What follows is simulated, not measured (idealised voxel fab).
process module | voxel gate over fins
cross-section cut | 275 nm wide | cells 5 nm
A cross-section is a grid of square cells, given in bands from the top down. A band is one or more rows of cells.
Each band's line starts with the height of the band's top and of its bottom, in nm. Then come its materials from left to right, each with its width in nm. One material with "throughout" fills the band from edge to edge. "air" is empty space.
Height 0 is the level under which the wafer as received is all one material. The lowest band goes on downwards, as in "0 down".
A width such as "30 to 40" changes by the same amount from each row of cells to the next, from the band's top row to its bottom row.
"no change" after a step means that no cell of the cross-section changed.
closed voids: empty space of 8 cells or more with no open way to the top, each as width x height at its distance from the left edge, in nm
after a step's settings: what the simulator itself notes on the step
overlay nm, on a step with a mask: how far to the right of its planned place the mask lay; to the left if negative
plan
1 op RECEIVE | material Si
2 op CONFORMAL_DEP | material SiN | thk nm 10
3 op MASKED_ETCH | tone cover | mask id FINS | width nm 15 | pitch nm 55 | etch materials SiN | depth nm 10 | overlay nm 0
4 op MASKED_ETCH | tone cover | mask id FINS | width nm 15 | pitch nm 55 | etch materials Si | depth nm 35 | overlay nm 0
5 op FILL_DEP | material SiO2 | thk nm 10
6 op CMP | height nm 10
7 op PATTERN | tone open | mask id RAIL | material resist | width nm 15 | thk nm 15 | overlay nm 0
8 op DIRECTIONAL_ETCH | etch materials SiO2 | depth nm 40
9 op STRIP | etch materials resist
10 op CONFORMAL_DEP | material TiN | thk nm 5
11 op FILL_DEP | material W | thk nm 10
12 op CMP | height nm 10
13 op SELECTIVE_ETCH | etch materials W Ru TiN | depth nm 30
14 op FILL_DEP | material SiO2 | thk nm 5
15 op CMP | height nm 10
16 op SELECTIVE_ETCH | etch materials SiO2 | depth nm 25
17 op STRIP | etch materials SiN
18 op CONFORMAL_DEP | material HfO2 | thk nm 5
19 op CONFORMAL_DEP | material TiN | thk nm 5
20 op CONFORMAL_DEP | material TiAl | thk nm 5
21 op CONFORMAL_DEP | material TiN | thk nm 5
22 op FILL_DEP | material W | thk nm 10
23 op CMP | height nm 25
24 op CONFORMAL_DEP | material SiN | thk nm 10
first wafer, as planned
as received, after step 1
  0 down: Si throughout
  closed voids: none
after step 2
  10 to 0: SiN throughout
  below 0: unchanged
after step 3
  10 to 0: air 100 | SiN 15 | air 40 | SiN 15 | air 105
  below 0: unchanged
after step 4
  10 to 0: air 100 | SiN 15 | air 40 | SiN 15 | air 105
  0 to -35: air 100 | Si 15 | air 40 | Si 15 | air 105
  below -35: unchanged
after step 5
  20 to 10: SiO2 throughout
  10 to 0: SiO2 100 | SiN 15 | SiO2 40 | SiN 15 | SiO2 105
  0 to -35: SiO2 100 | Si 15 | SiO2 40 | Si 15 | SiO2 105
  below -35: unchanged
after step 6
  10 to 0: SiO2 100 | SiN 15 | SiO2 40 | SiN 15 | SiO2 105
  below 0: unchanged
after step 7
  25 to 10: resist 125 | air 15 | resist 135
  below 10: unchanged
after step 8
  25 to 10: resist 125 | air 15 | resist 135
  10 to 0: SiO2 100 | SiN 15 | SiO2 10 | air 15 | SiO2 15 | SiN 15 | SiO2 105
  0 to -30: SiO2 100 | Si 15 | SiO2 10 | air 15 | SiO2 15 | Si 15 | SiO2 105
  below -30: unchanged
after step 9
  10 to 0: SiO2 100 | SiN 15 | SiO2 10 | air 15 | SiO2 15 | SiN 15 | SiO2 105
  below 0: unchanged
after step 10
  15 to 10: TiN 130 | air 5 | TiN 140
  10 to 0: SiO2 100 | SiN 15 | SiO2 10 | TiN 5 | air 5 | TiN 5 | SiO2 15 | SiN 15 | SiO2 105
  0 to -25: SiO2 100 | Si 15 | SiO2 10 | TiN 5 | air 5 | TiN 5 | SiO2 15 | Si 15 | SiO2 105
  -25 to -30: SiO2 100 | Si 15 | SiO2 10 | TiN 15 | SiO2 15 | Si 15 | SiO2 105
  below -30: unchanged
after step 11
  25 to 15: W throughout
  15 to 10: TiN 130 | W 5 | TiN 140
  10 to 0: SiO2 100 | SiN 15 | SiO2 10 | TiN 5 | W 5 | TiN 5 | SiO2 15 | SiN 15 | SiO2 105
  0 to -25: SiO2 100 | Si 15 | SiO2 10 | TiN 5 | W 5 | TiN 5 | SiO2 15 | Si 15 | SiO2 105
  below -25: unchanged
after step 12
  10 to 0: SiO2 100 | SiN 15 | SiO2 10 | TiN 5 | W 5 | TiN 5 | SiO2 15 | SiN 15 | SiO2 105
  below 0: unchanged
after step 13
  10 to 0: SiO2 100 | SiN 15 | SiO2 10 | air 15 | SiO2 15 | SiN 15 | SiO2 105
  0 to -20: SiO2 100 | Si 15 | SiO2 10 | air 15 | SiO2 15 | Si 15 | SiO2 105
  below -20: unchanged
after step 14
  15 to 10: SiO2 throughout
  10 to 0: SiO2 100 | SiN 15 | SiO2 40 | SiN 15 | SiO2 105
  0 to -20: SiO2 100 | Si 15 | SiO2 40 | Si 15 | SiO2 105
  below -20: unchanged
after step 15
  10 to 0: SiO2 100 | SiN 15 | SiO2 40 | SiN 15 | SiO2 105
  below 0: unchanged
after step 16
  10 to 0: air 100 | SiN 15 | air 40 | SiN 15 | air 105
  0 to -15: air 100 | Si 15 | air 40 | Si 15 | air 105
  below -15: unchanged
after step 17
  0 to -15: air 100 | Si 15 | air 40 | Si 15 | air 105
  below -15: unchanged
after step 18
  5 to 0: air 95 | HfO2 25 | air 30 | HfO2 25 | air 100
  0 to -10: air 95 | HfO2 5 | Si 15 | HfO2 5 | air 30 | HfO2 5 | Si 15 | HfO2 5 | air 100
  -10 to -15: HfO2 100 | Si 15 | HfO2 40 | Si 15 | HfO2 105
  below -15: unchanged
after step 19
  10 to 5: air 90 | TiN 35 | air 20 | TiN 35 | air 95
  5 to 0: air 90 | TiN 5 | HfO2 25 | TiN 5 | air 20 | TiN 5 | HfO2 25 | TiN 5 | air 95
  0 to -5: air 90 | TiN 5 | HfO2 5 | Si 15 | HfO2 5 | TiN 5 | air 20 | TiN 5 | HfO2 5 | Si 15 | HfO2 5 | TiN 5 | air 95
  -5 to -10: TiN 95 | HfO2 5 | Si 15 | HfO2 5 | TiN 30 | HfO2 5 | Si 15 | HfO2 5 | TiN 100
  below -10: unchanged
after step 20
  15 to 10: air 85 | TiAl 45 | air 10 | TiAl 45 | air 90
  10 to 5: air 85 | TiAl 5 | TiN 35 | TiAl 5 | air 10 | TiAl 5 | TiN 35 | TiAl 5 | air 90
  5 to 0: air 85 | TiAl 5 | TiN 5 | HfO2 25 | TiN 5 | TiAl 5 | air 10 | TiAl 5 | TiN 5 | HfO2 25 | TiN 5 | TiAl 5 | air 90
  0 to -5: TiAl 90 | TiN 5 | HfO2 5 | Si 15 | HfO2 5 | TiN 5 | TiAl 20 | TiN 5 | HfO2 5 | Si 15 | HfO2 5 | TiN 5 | TiAl 95
  below -5: unchanged
after step 21
  20 to 15: air 80 | TiN 110 | air 85
  15 to 10: air 80 | TiN 5 | TiAl 45 | TiN 10 | TiAl 45 | TiN 5 | air 85
  10 to 5: air 80 | TiN 5 | TiAl 5 | TiN 35 | TiAl 5 | TiN 10 | TiAl 5 | TiN 35 | TiAl 5 | TiN 5 | air 85
  5 to 0: TiN 85 | TiAl 5 | TiN 5 | HfO2 25 | TiN 5 | TiAl 5 | TiN 10 | TiAl 5 | TiN 5 | HfO2 25 | TiN 5 | TiAl 5 | TiN 90
  below 0: unchanged
after step 22
  30 to 20: W throughout
  20 to 15: W 80 | TiN 110 | W 85
  15 to 10: W 80 | TiN 5 | TiAl 45 | TiN 10 | TiAl 45 | TiN 5 | W 85
  10 to 5: W 80 | TiN 5 | TiAl 5 | TiN 35 | TiAl 5 | TiN 10 | TiAl 5 | TiN 35 | TiAl 5 | TiN 5 | W 85
  below 5: unchanged
after step 23
  25 to 20: W throughout
  below 20: unchanged
after step 24
  35 to 25: SiN throughout
  below 25: unchanged
second wafer: like start, like plan, one mistake. Through step 16 it matches the first wafer
when step 17 should have ended
  10 to 0: air 100 | SiN 15 | air 40 | SiN 15 | air 105
  0 to -35: air 100 | Si 15 | air 40 | Si 15 | air 105
  below -35: unchanged
when step 18 should have ended
  15 to 10: air 95 | HfO2 25 | air 30 | HfO2 25 | air 100
  10 to 0: air 95 | HfO2 5 | SiN 15 | HfO2 5 | air 30 | HfO2 5 | SiN 15 | HfO2 5 | air 100
  0 to -30: air 95 | HfO2 5 | Si 15 | HfO2 5 | air 30 | HfO2 5 | Si 15 | HfO2 5 | air 100
  -30 to -35: HfO2 100 | Si 15 | HfO2 40 | Si 15 | HfO2 105
  below -35: unchanged
when step 19 should have ended
  20 to 15: air 90 | TiN 35 | air 20 | TiN 35 | air 95
  15 to 10: air 90 | TiN 5 | HfO2 25 | TiN 5 | air 20 | TiN 5 | HfO2 25 | TiN 5 | air 95
  10 to 0: air 90 | TiN 5 | HfO2 5 | SiN 15 | HfO2 5 | TiN 5 | air 20 | TiN 5 | HfO2 5 | SiN 15 | HfO2 5 | TiN 5 | air 95
  0 to -25: air 90 | TiN 5 | HfO2 5 | Si 15 | HfO2 5 | TiN 5 | air 20 | TiN 5 | HfO2 5 | Si 15 | HfO2 5 | TiN 5 | air 95
  -25 to -30: TiN 95 | HfO2 5 | Si 15 | HfO2 5 | TiN 30 | HfO2 5 | Si 15 | HfO2 5 | TiN 100
  below -30: unchanged
when step 20 should have ended
  25 to 20: air 85 | TiAl 45 | air 10 | TiAl 45 | air 90
  20 to 15: air 85 | TiAl 5 | TiN 35 | TiAl 5 | air 10 | TiAl 5 | TiN 35 | TiAl 5 | air 90
  15 to 10: air 85 | TiAl 5 | TiN 5 | HfO2 25 | TiN 5 | TiAl 5 | air 10 | TiAl 5 | TiN 5 | HfO2 25 | TiN 5 | TiAl 5 | air 90
  10 to 0: air 85 | TiAl 5 | TiN 5 | HfO2 5 | SiN 15 | HfO2 5 | TiN 5 | TiAl 5 | air 10 | TiAl 5 | TiN 5 | HfO2 5 | SiN 15 | HfO2 5 | TiN 5 | TiAl 5 | air 90
  0 to -20: air 85 | TiAl 5 | TiN 5 | HfO2 5 | Si 15 | HfO2 5 | TiN 5 | TiAl 5 | air 10 | TiAl 5 | TiN 5 | HfO2 5 | Si 15 | HfO2 5 | TiN 5 | TiAl 5 | air 90
  -20 to -25: TiAl 90 | TiN 5 | HfO2 5 | Si 15 | HfO2 5 | TiN 5 | TiAl 20 | TiN 5 | HfO2 5 | Si 15 | HfO2 5 | TiN 5 | TiAl 95
  below -25: unchanged
when step 21 should have ended
  30 to 25: air 80 | TiN 110 | air 85
  25 to 20: air 80 | TiN 5 | TiAl 45 | TiN 10 | TiAl 45 | TiN 5 | air 85
  20 to 15: air 80 | TiN 5 | TiAl 5 | TiN 35 | TiAl 5 | TiN 10 | TiAl 5 | TiN 35 | TiAl 5 | TiN 5 | air 85
  15 to 10: air 80 | TiN 5 | TiAl 5 | TiN 5 | HfO2 25 | TiN 5 | TiAl 5 | TiN 10 | TiAl 5 | TiN 5 | HfO2 25 | TiN 5 | TiAl 5 | TiN 5 | air 85
  10 to 0: air 80 | TiN 5 | TiAl 5 | TiN 5 | HfO2 5 | SiN 15 | HfO2 5 | TiN 5 | TiAl 5 | TiN 10 | TiAl 5 | TiN 5 | HfO2 5 | SiN 15 | HfO2 5 | TiN 5 | TiAl 5 | TiN 5 | air 85
  0 to -15: air 80 | TiN 5 | TiAl 5 | TiN 5 | HfO2 5 | Si 15 | HfO2 5 | TiN 5 | TiAl 5 | TiN 10 | TiAl 5 | TiN 5 | HfO2 5 | Si 15 | HfO2 5 | TiN 5 | TiAl 5 | TiN 5 | air 85
  -15 to -20: TiN 85 | TiAl 5 | TiN 5 | HfO2 5 | Si 15 | HfO2 5 | TiN 5 | TiAl 5 | TiN 10 | TiAl 5 | TiN 5 | HfO2 5 | Si 15 | HfO2 5 | TiN 5 | TiAl 5 | TiN 90
  below -20: unchanged
when step 22 should have ended
  40 to 30: W throughout
  30 to 25: W 80 | TiN 110 | W 85
  25 to 20: W 80 | TiN 5 | TiAl 45 | TiN 10 | TiAl 45 | TiN 5 | W 85
  20 to 15: W 80 | TiN 5 | TiAl 5 | TiN 35 | TiAl 5 | TiN 10 | TiAl 5 | TiN 35 | TiAl 5 | TiN 5 | W 85
  15 to 10: W 80 | TiN 5 | TiAl 5 | TiN 5 | HfO2 25 | TiN 5 | TiAl 5 | TiN 10 | TiAl 5 | TiN 5 | HfO2 25 | TiN 5 | TiAl 5 | TiN 5 | W 85
  10 to 0: W 80 | TiN 5 | TiAl 5 | TiN 5 | HfO2 5 | SiN 15 | HfO2 5 | TiN 5 | TiAl 5 | TiN 10 | TiAl 5 | TiN 5 | HfO2 5 | SiN 15 | HfO2 5 | TiN 5 | TiAl 5 | TiN 5 | W 85
  0 to -15: W 80 | TiN 5 | TiAl 5 | TiN 5 | HfO2 5 | Si 15 | HfO2 5 | TiN 5 | TiAl 5 | TiN 10 | TiAl 5 | TiN 5 | HfO2 5 | Si 15 | HfO2 5 | TiN 5 | TiAl 5 | TiN 5 | W 85
  below -15: unchanged
when step 23 should have ended
  25 to 20: W 80 | TiN 5 | TiAl 45 | TiN 10 | TiAl 45 | TiN 5 | W 85
  below 20: unchanged
when step 24 should have ended
  35 to 25: SiN throughout
  below 25: unchanged
what went wrong: step 17 ran as: op STRIP | etch materials SiO2
at the end the second wafer has, in cells: 24 more of HfO2 | 12 more of SiN | 190 fewer of SiO2 | 24 more of TiAl | 21 more of TiN | 109 more of W
